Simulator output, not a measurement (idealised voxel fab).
This section sets out a process module, namely voxel wiring stack.
Section shown: cut. Width: 200 nm. Cell size: 5 nm, square.
For the purposes of this document, a cross-section shall be understood as a grid of square cells, specified as bands listed in top-to-bottom order, each band consisting of one or more rows of cells.
Quick guide to a band line: top height, bottom height (nm) up front; then every material left to right with its width in nm. Only one material and it's marked "all across"? Then it fills the band edge to edge. And "air" just means empty space.
A quick word on heights: they are counted from 0, and under that level the wafer as it came to us is one material throughout. The lowest band is different from the rest in having no bottom; it simply continues downward, written as in "0 and below".
Quick explanation for "30->40": the width changes in equal steps down the rows of cells, from the first number in the band's top row to the second number in its bottom row.
Take "nothing got changed" at face value: in the step it is given for, the cross-section changed in none of its cells.
"Unvented cavities": empty spaces of 8 cells or more with no open way to the top, each given as width x height at distance, distance from the left edge, all in nm.
Heads up: the bit after the settings on a step's line is the simulator's remark on that step.
A step line may carry the setting "overlay nm", which, for steps involving a mask, states the distance by which the mask lay to the right of its intended position; negative values denote displacement to the left.
## The process steps that were planned are listed below
1. RECEIVE, material Si
2. CONFORMAL_DEP, material SiO2, thk nm 15
3. CONFORMAL_DEP, material SiCN, thk nm 5
4. DIRECTIONAL_DEP, material lowk, thk nm 20
5. DIRECTIONAL_DEP, material aC, thk nm 10
6. PATTERN, tone open, mask id METAL_1, material resist, width nm 25, pitch nm 40, thk nm 25, overlay nm 0
7. DIRECTIONAL_ETCH, etch materials aC, depth nm 10
8. STRIP, etch materials resist
9. DIRECTIONAL_ETCH, etch materials lowk, depth nm 20
10. DIRECTIONAL_ETCH, etch materials SiCN, depth nm 5
11. STRIP, etch materials aC
12. CONFORMAL_DEP, material TiN, thk nm 5
13. FILL_DEP, material Ru, thk nm 10
14. CMP, height nm 40
15. CONFORMAL_DEP, material SiCN, thk nm 5
16. DIRECTIONAL_DEP, material lowk, thk nm 35
17. DIRECTIONAL_DEP, material aC, thk nm 15
18. PATTERN, tone open, mask id METAL_2_HOLES, material resist, width nm 15, pitch nm 40, thk nm 30, overlay nm 0
19. DIRECTIONAL_ETCH, etch materials aC, depth nm 15
20. STRIP, etch materials resist
21. DIRECTIONAL_ETCH, etch materials lowk, depth nm 35
22. STRIP, etch materials aC
23. DIRECTIONAL_DEP, material aC, thk nm 10
24. PATTERN, tone open, mask id METAL_2, material resist, width nm 25, pitch nm 40, thk nm 25, overlay nm 0
25. DIRECTIONAL_ETCH, etch materials aC, depth nm 10
26. STRIP, etch materials resist
27. DIRECTIONAL_ETCH, etch materials lowk, depth nm 20
28. DIRECTIONAL_ETCH, etch materials SiCN, depth nm 5
29. STRIP, etch materials aC
30. CONFORMAL_DEP, material TiN, thk nm 5
31. FILL_DEP, material Cu, thk nm 5
32. CMP, height nm 80
33. CONFORMAL_DEP, material SiCN, thk nm 5
34. DIRECTIONAL_DEP, material lowk, thk nm 10
35. MASKED_ETCH, tone open, mask id PLUG_2, width nm 15, pitch nm 80, etch materials lowk, depth nm 10, overlay nm 0
36. MASKED_ETCH, tone open, mask id PLUG_2, width nm 15, pitch nm 80, etch materials SiCN, depth nm 5, overlay nm 0
37. CONFORMAL_DEP, material TiN, thk nm 5
38. FILL_DEP, material W, thk nm 10
39. CMP, height nm 95
40. DIRECTIONAL_DEP, material TiN, thk nm 5
41. DIRECTIONAL_DEP, material Ru, thk nm 25
42. PATTERN, tone cover, mask id METAL_3, material resist, width nm 25, pitch nm 40, thk nm 20, overlay nm 0
43. DIRECTIONAL_ETCH, etch materials Ru, depth nm 25
44. DIRECTIONAL_ETCH, etch materials TiN, depth nm 5
45. STRIP, etch materials resist
46. FILL_DEP, material lowk, thk nm 10
47. CMP, height nm 125
48. CONFORMAL_DEP, material SiCN, thk nm 5
## Of two wafers, the first: run according to plan
## Incoming wafer, cross-sectional view, post step 1
* 0 and below | Si all across
* Unvented cavities: none
## Cross-sectional representation of the wafer at the conclusion of step 2
* 15 down to 0 | SiO2 all across
* Everything below 0 is unchanged.
## Cross-sectional representation of the wafer at the conclusion of step 3
* 20 down to 15 | SiCN all across
* Everything below 15 is unchanged.
## Cross-sectional representation of the wafer at the conclusion of step 4
* 40 down to 20 | lowk all across
* Everything below 20 is unchanged.
## Cross-sectional representation of the wafer at the conclusion of step 5
* 50 down to 40 | aC all across
* Everything below 40 is unchanged.
## Cross-sectional representation of the wafer at the conclusion of step 6
* 75 down to 50 | 25 resist | 25 air | 15 resist | 25 air | 15 resist | 25 air | 15 resist | 25 air | 30 resist
* Everything below 50 is unchanged.
## Cross-sectional representation of the wafer at the conclusion of step 7
* 65 down to 50 | 25 resist | 25 air | 15 resist | 25 air | 15 resist | 25 air | 15 resist | 25 air | 30 resist
* 50 down to 40 | 25 aC | 25 air | 15 aC | 25 air | 15 aC | 25 air | 15 aC | 25 air | 30 aC
* Everything below 40 is unchanged.
## Cross-sectional representation of the wafer at the conclusion of step 8
* 50 down to 40 | 25 aC | 25 air | 15 aC | 25 air | 15 aC | 25 air | 15 aC | 25 air | 30 aC
* Everything below 40 is unchanged.
## Cross-sectional representation of the wafer at the conclusion of step 9
* 50 down to 40 | 25 aC | 25 air | 15 aC | 25 air | 15 aC | 25 air | 15 aC | 25 air | 30 aC
* 40 down to 20 | 25 lowk | 25 air | 15 lowk | 25 air | 15 lowk | 25 air | 15 lowk | 25 air | 30 lowk
* Everything below 20 is unchanged.
## Cross-sectional representation of the wafer at the conclusion of step 10
* 50 down to 40 | 25 aC | 25 air | 15 aC | 25 air | 15 aC | 25 air | 15 aC | 25 air | 30 aC
* 40 down to 20 | 25 lowk | 25 air | 15 lowk | 25 air | 15 lowk | 25 air | 15 lowk | 25 air | 30 lowk
* 20 down to 15 | 25 SiCN | 25 air | 15 SiCN | 25 air | 15 SiCN | 25 air | 15 SiCN | 25 air | 30 SiCN
* Everything below 15 is unchanged.
## Cross-sectional representation of the wafer at the conclusion of step 11
* 40 down to 20 | 25 lowk | 25 air | 15 lowk | 25 air | 15 lowk | 25 air | 15 lowk | 25 air | 30 lowk
* Everything below 20 is unchanged.
## Cross-sectional representation of the wafer at the conclusion of step 12
* 45 down to 40 | 30 TiN | 15 air | 25 TiN | 15 air | 25 TiN | 15 air | 25 TiN | 15 air | 35 TiN
* 40 down to 20 | 25 lowk | 5 TiN | 15 air | 5 TiN | 15 lowk | 5 TiN | 15 air | 5 TiN | 15 lowk | 5 TiN | 15 air | 5 TiN | 15 lowk | 5 TiN | 15 air | 5 TiN | 30 lowk
* 20 down to 15 | 25 SiCN | 25 TiN | 15 SiCN | 25 TiN | 15 SiCN | 25 TiN | 15 SiCN | 25 TiN | 30 SiCN
* Everything below 15 is unchanged.
## Cross-sectional representation of the wafer at the conclusion of step 13
* 55 down to 45 | Ru all across
* 45 down to 40 | 30 TiN | 15 Ru | 25 TiN | 15 Ru | 25 TiN | 15 Ru | 25 TiN | 15 Ru | 35 TiN
* 40 down to 20 | 25 lowk | 5 TiN | 15 Ru | 5 TiN | 15 lowk | 5 TiN | 15 Ru | 5 TiN | 15 lowk | 5 TiN | 15 Ru | 5 TiN | 15 lowk | 5 TiN | 15 Ru | 5 TiN | 30 lowk
* Everything below 20 is unchanged.
## Cross-sectional representation of the wafer at the conclusion of step 14
* 40 down to 20 | 25 lowk | 5 TiN | 15 Ru | 5 TiN | 15 lowk | 5 TiN | 15 Ru | 5 TiN | 15 lowk | 5 TiN | 15 Ru | 5 TiN | 15 lowk | 5 TiN | 15 Ru | 5 TiN | 30 lowk
* Everything below 20 is unchanged.
## Cross-sectional representation of the wafer at the conclusion of step 15
* 45 down to 40 | SiCN all across
* Everything below 40 is unchanged.
## Cross-sectional representation of the wafer at the conclusion of step 16
* 80 down to 45 | lowk all across
* Everything below 45 is unchanged.
## Cross-sectional representation of the wafer at the conclusion of step 17
* 95 down to 80 | aC all across
* Everything below 80 is unchanged.
## Cross-sectional representation of the wafer at the conclusion of step 18
* 125 down to 95 | 25 resist | 15 air | 25 resist | 15 air | 25 resist | 15 air | 25 resist | 15 air | 40 resist
* Everything below 95 is unchanged.
## Cross-sectional representation of the wafer at the conclusion of step 19
* 110 down to 95 | 25 resist | 15 air | 25 resist | 15 air | 25 resist | 15 air | 25 resist | 15 air | 40 resist
* 95 down to 80 | 25 aC | 15 air | 25 aC | 15 air | 25 aC | 15 air | 25 aC | 15 air | 40 aC
* Everything below 80 is unchanged.
## Cross-sectional representation of the wafer at the conclusion of step 20
* 95 down to 80 | 25 aC | 15 air | 25 aC | 15 air | 25 aC | 15 air | 25 aC | 15 air | 40 aC
* Everything below 80 is unchanged.
## Cross-sectional representation of the wafer at the conclusion of step 21
* 95 down to 80 | 25 aC | 15 air | 25 aC | 15 air | 25 aC | 15 air | 25 aC | 15 air | 40 aC
* 80 down to 45 | 25 lowk | 15 air | 25 lowk | 15 air | 25 lowk | 15 air | 25 lowk | 15 air | 40 lowk
* Everything below 45 is unchanged.
## Cross-sectional representation of the wafer at the conclusion of step 22
* 80 down to 45 | 25 lowk | 15 air | 25 lowk | 15 air | 25 lowk | 15 air | 25 lowk | 15 air | 40 lowk
* Everything below 45 is unchanged.
## Cross-sectional representation of the wafer at the conclusion of step 23
* 90 down to 80 | 25 aC | 15 air | 25 aC | 15 air | 25 aC | 15 air | 25 aC | 15 air | 40 aC
* 80 down to 55 | 25 lowk | 15 air | 25 lowk | 15 air | 25 lowk | 15 air | 25 lowk | 15 air | 40 lowk
* 55 down to 45 | 25 lowk | 15 aC | 25 lowk | 15 aC | 25 lowk | 15 aC | 25 lowk | 15 aC | 40 lowk
* Everything below 45 is unchanged.
## Cross-sectional representation of the wafer at the conclusion of step 24
* 115 down to 90 | 25 resist | 25 air | 15 resist | 25 air | 15 resist | 25 air | 15 resist | 25 air | 30 resist
* Everything below 90 is unchanged.
## Cross-sectional representation of the wafer at the conclusion of step 25
* 105 down to 90 | 25 resist | 25 air | 15 resist | 25 air | 15 resist | 25 air | 15 resist | 25 air | 30 resist
* 90 down to 80 | 25 aC | 25 air | 15 aC | 25 air | 15 aC | 25 air | 15 aC | 25 air | 30 aC
* 80 down to 45 | 25 lowk | 15 air | 25 lowk | 15 air | 25 lowk | 15 air | 25 lowk | 15 air | 40 lowk
* Everything below 45 is unchanged.
## Cross-sectional representation of the wafer at the conclusion of step 26
* 90 down to 80 | 25 aC | 25 air | 15 aC | 25 air | 15 aC | 25 air | 15 aC | 25 air | 30 aC
* Everything below 80 is unchanged.
## Cross-sectional representation of the wafer at the conclusion of step 27
* 90 down to 80 | 25 aC | 25 air | 15 aC | 25 air | 15 aC | 25 air | 15 aC | 25 air | 30 aC
* 80 down to 60 | 25 lowk | 25 air | 15 lowk | 25 air | 15 lowk | 25 air | 15 lowk | 25 air | 30 lowk
* Everything below 60 is unchanged.
## Cross-sectional representation of the wafer at the conclusion of step 28
* 90 down to 80 | 25 aC | 25 air | 15 aC | 25 air | 15 aC | 25 air | 15 aC | 25 air | 30 aC
* 80 down to 60 | 25 lowk | 25 air | 15 lowk | 25 air | 15 lowk | 25 air | 15 lowk | 25 air | 30 lowk
* 60 down to 45 | 25 lowk | 15 air | 25 lowk | 15 air | 25 lowk | 15 air | 25 lowk | 15 air | 40 lowk
* 45 down to 40 | 25 SiCN | 15 air | 25 SiCN | 15 air | 25 SiCN | 15 air | 25 SiCN | 15 air | 40 SiCN
* Everything below 40 is unchanged.
## Cross-sectional representation of the wafer at the conclusion of step 29
* 80 down to 60 | 25 lowk | 25 air | 15 lowk | 25 air | 15 lowk | 25 air | 15 lowk | 25 air | 30 lowk
* Everything below 60 is unchanged.
## Cross-sectional representation of the wafer at the conclusion of step 30
* 85 down to 80 | 30 TiN | 15 air | 25 TiN | 15 air | 25 TiN | 15 air | 25 TiN | 15 air | 35 TiN
* 80 down to 65 | 25 lowk | 5 TiN | 15 air | 5 TiN | 15 lowk | 5 TiN | 15 air | 5 TiN | 15 lowk | 5 TiN | 15 air | 5 TiN | 15 lowk | 5 TiN | 15 air | 5 TiN | 30 lowk
* 65 down to 60 | 25 lowk | 5 TiN | 5 air | 15 TiN | 15 lowk | 5 TiN | 5 air | 15 TiN | 15 lowk | 5 TiN | 5 air | 15 TiN | 15 lowk | 5 TiN | 5 air | 15 TiN | 30 lowk
* 60 down to 45 | 25 lowk | 5 TiN | 5 air | 5 TiN | 25 lowk | 5 TiN | 5 air | 5 TiN | 25 lowk | 5 TiN | 5 air | 5 TiN | 25 lowk | 5 TiN | 5 air | 5 TiN | 40 lowk
* 45 down to 40 | 25 SiCN | 15 TiN | 25 SiCN | 15 TiN | 25 SiCN | 15 TiN | 25 SiCN | 15 TiN | 40 SiCN
* Everything below 40 is unchanged.
## Cross-sectional representation of the wafer at the conclusion of step 31
* 90 down to 85 | Cu all across
* 85 down to 80 | 30 TiN | 15 Cu | 25 TiN | 15 Cu | 25 TiN | 15 Cu | 25 TiN | 15 Cu | 35 TiN
* 80 down to 65 | 25 lowk | 5 TiN | 15 Cu | 5 TiN | 15 lowk | 5 TiN | 15 Cu | 5 TiN | 15 lowk | 5 TiN | 15 Cu | 5 TiN | 15 lowk | 5 TiN | 15 Cu | 5 TiN | 30 lowk
* 65 down to 60 | 25 lowk | 5 TiN | 5 Cu | 15 TiN | 15 lowk | 5 TiN | 5 Cu | 15 TiN | 15 lowk | 5 TiN | 5 Cu | 15 TiN | 15 lowk | 5 TiN | 5 Cu | 15 TiN | 30 lowk
* 60 down to 45 | 25 lowk | 5 TiN | 5 Cu | 5 TiN | 25 lowk | 5 TiN | 5 Cu | 5 TiN | 25 lowk | 5 TiN | 5 Cu | 5 TiN | 25 lowk | 5 TiN | 5 Cu | 5 TiN | 40 lowk
* Everything below 45 is unchanged.
## Cross-sectional representation of the wafer at the conclusion of step 32
* 80 down to 65 | 25 lowk | 5 TiN | 15 Cu | 5 TiN | 15 lowk | 5 TiN | 15 Cu | 5 TiN | 15 lowk | 5 TiN | 15 Cu | 5 TiN | 15 lowk | 5 TiN | 15 Cu | 5 TiN | 30 lowk
* Everything below 65 is unchanged.
## Cross-sectional representation of the wafer at the conclusion of step 33
* 85 down to 80 | SiCN all across
* Everything below 80 is unchanged.
## Cross-sectional representation of the wafer at the conclusion of step 34
* 95 down to 85 | lowk all across
* Everything below 85 is unchanged.
## Cross-sectional representation of the wafer at the conclusion of step 35
* 95 down to 85 | 25 lowk | 15 air | 65 lowk | 15 air | 80 lowk
* Everything below 85 is unchanged.
## Cross-sectional representation of the wafer at the conclusion of step 36
* 95 down to 85 | 25 lowk | 15 air | 65 lowk | 15 air | 80 lowk
* 85 down to 80 | 25 SiCN | 15 air | 65 SiCN | 15 air | 80 SiCN
* Everything below 80 is unchanged.
## Cross-sectional representation of the wafer at the conclusion of step 37
* 100 down to 95 | 30 TiN | 5 air | 75 TiN | 5 air | 85 TiN
* 95 down to 85 | 25 lowk | 5 TiN | 5 air | 5 TiN | 65 lowk | 5 TiN | 5 air | 5 TiN | 80 lowk
* 85 down to 80 | 25 SiCN | 15 TiN | 65 SiCN | 15 TiN | 80 SiCN
* Everything below 80 is unchanged.
## Cross-sectional representation of the wafer at the conclusion of step 38
* 110 down to 100 | W all across
* 100 down to 95 | 30 TiN | 5 W | 75 TiN | 5 W | 85 TiN
* 95 down to 85 | 25 lowk | 5 TiN | 5 W | 5 TiN | 65 lowk | 5 TiN | 5 W | 5 TiN | 80 lowk
* Everything below 85 is unchanged.
## Cross-sectional representation of the wafer at the conclusion of step 39
* 95 down to 85 | 25 lowk | 5 TiN | 5 W | 5 TiN | 65 lowk | 5 TiN | 5 W | 5 TiN | 80 lowk
* Everything below 85 is unchanged.
## Cross-sectional representation of the wafer at the conclusion of step 40
* 100 down to 95 | TiN all across
* Everything below 95 is unchanged.
## Cross-sectional representation of the wafer at the conclusion of step 41
* 125 down to 100 | Ru all across
* Everything below 100 is unchanged.
## Cross-sectional representation of the wafer at the conclusion of step 42
* 145 down to 125 | 25 air | 25 resist | 15 air | 25 resist | 15 air | 25 resist | 15 air | 25 resist | 30 air
* Everything below 125 is unchanged.
## Cross-sectional representation of the wafer at the conclusion of step 43
* 145 down to 125 | 25 air | 25 resist | 15 air | 25 resist | 15 air | 25 resist | 15 air | 25 resist | 30 air
* 125 down to 100 | 25 air | 25 Ru | 15 air | 25 Ru | 15 air | 25 Ru | 15 air | 25 Ru | 30 air
* Everything below 100 is unchanged.
## Cross-sectional representation of the wafer at the conclusion of step 44
* 145 down to 125 | 25 air | 25 resist | 15 air | 25 resist | 15 air | 25 resist | 15 air | 25 resist | 30 air
* 125 down to 100 | 25 air | 25 Ru | 15 air | 25 Ru | 15 air | 25 Ru | 15 air | 25 Ru | 30 air
* 100 down to 95 | 25 air | 25 TiN | 15 air | 25 TiN | 15 air | 25 TiN | 15 air | 25 TiN | 30 air
* Everything below 95 is unchanged.
## Cross-sectional representation of the wafer at the conclusion of step 45
* 125 down to 100 | 25 air | 25 Ru | 15 air | 25 Ru | 15 air | 25 Ru | 15 air | 25 Ru | 30 air
* Everything below 100 is unchanged.
## Cross-sectional representation of the wafer at the conclusion of step 46
* 135 down to 125 | lowk all across
* 125 down to 100 | 25 lowk | 25 Ru | 15 lowk | 25 Ru | 15 lowk | 25 Ru | 15 lowk | 25 Ru | 30 lowk
* 100 down to 95 | 25 lowk | 25 TiN | 15 lowk | 25 TiN | 15 lowk | 25 TiN | 15 lowk | 25 TiN | 30 lowk
* Everything below 95 is unchanged.
## Cross-sectional representation of the wafer at the conclusion of step 47
* 125 down to 100 | 25 lowk | 25 Ru | 15 lowk | 25 Ru | 15 lowk | 25 Ru | 15 lowk | 25 Ru | 30 lowk
* Everything below 100 is unchanged.
## Cross-sectional representation of the wafer at the conclusion of step 48
* 130 down to 125 | SiCN all across
* Everything below 125 is unchanged.
## Wafer two: like wafer one in start and plan, but with one mistake in execution; identical up to and including step 41
## Second wafer cross-section, taken as of the time the plan sets for step 42 to be done
* 145 down to 125 | 25 resist | 25 air | 15 resist | 25 air | 15 resist | 25 air | 15 resist | 25 air | 30 resist
* Everything below 125 is unchanged.
## Second wafer cross-section, taken as of the time the plan sets for step 43 to be done
* 145 down to 125 | 25 resist | 25 air | 15 resist | 25 air | 15 resist | 25 air | 15 resist | 25 air | 30 resist
* 125 down to 100 | 25 Ru | 25 air | 15 Ru | 25 air | 15 Ru | 25 air | 15 Ru | 25 air | 30 Ru
* Everything below 100 is unchanged.
## Second wafer cross-section, taken as of the time the plan sets for step 44 to be done
* 145 down to 125 | 25 resist | 25 air | 15 resist | 25 air | 15 resist | 25 air | 15 resist | 25 air | 30 resist
* 125 down to 100 | 25 Ru | 25 air | 15 Ru | 25 air | 15 Ru | 25 air | 15 Ru | 25 air | 30 Ru
* 100 down to 95 | 25 TiN | 25 air | 15 TiN | 25 air | 15 TiN | 25 air | 15 TiN | 25 air | 30 TiN
* Everything below 95 is unchanged.
## Second wafer cross-section, taken as of the time the plan sets for step 45 to be done
* 125 down to 100 | 25 Ru | 25 air | 15 Ru | 25 air | 15 Ru | 25 air | 15 Ru | 25 air | 30 Ru
* Everything below 100 is unchanged.
## Second wafer cross-section, taken as of the time the plan sets for step 46 to be done
* 135 down to 125 | lowk all across
* 125 down to 100 | 25 Ru | 25 lowk | 15 Ru | 25 lowk | 15 Ru | 25 lowk | 15 Ru | 25 lowk | 30 Ru
* 100 down to 95 | 25 TiN | 25 lowk | 15 TiN | 25 lowk | 15 TiN | 25 lowk | 15 TiN | 25 lowk | 30 TiN
* Everything below 95 is unchanged.
## Second wafer cross-section, taken as of the time the plan sets for step 47 to be done
* 125 down to 100 | 25 Ru | 25 lowk | 15 Ru | 25 lowk | 15 Ru | 25 lowk | 15 Ru | 25 lowk | 30 Ru
* Everything below 100 is unchanged.
## Second wafer cross-section, taken as of the time the plan sets for step 48 to be done
* 130 down to 125 | SiCN all across
* Everything below 125 is unchanged.
Diagnosis: off-plan run, step 42, actual operation and settings PATTERN, tone open, mask id METAL_3, material resist, width nm 25, pitch nm 40, thk nm 20, overlay nm 0
Final wafers compared: equal cell tally per material, rearranged layout.
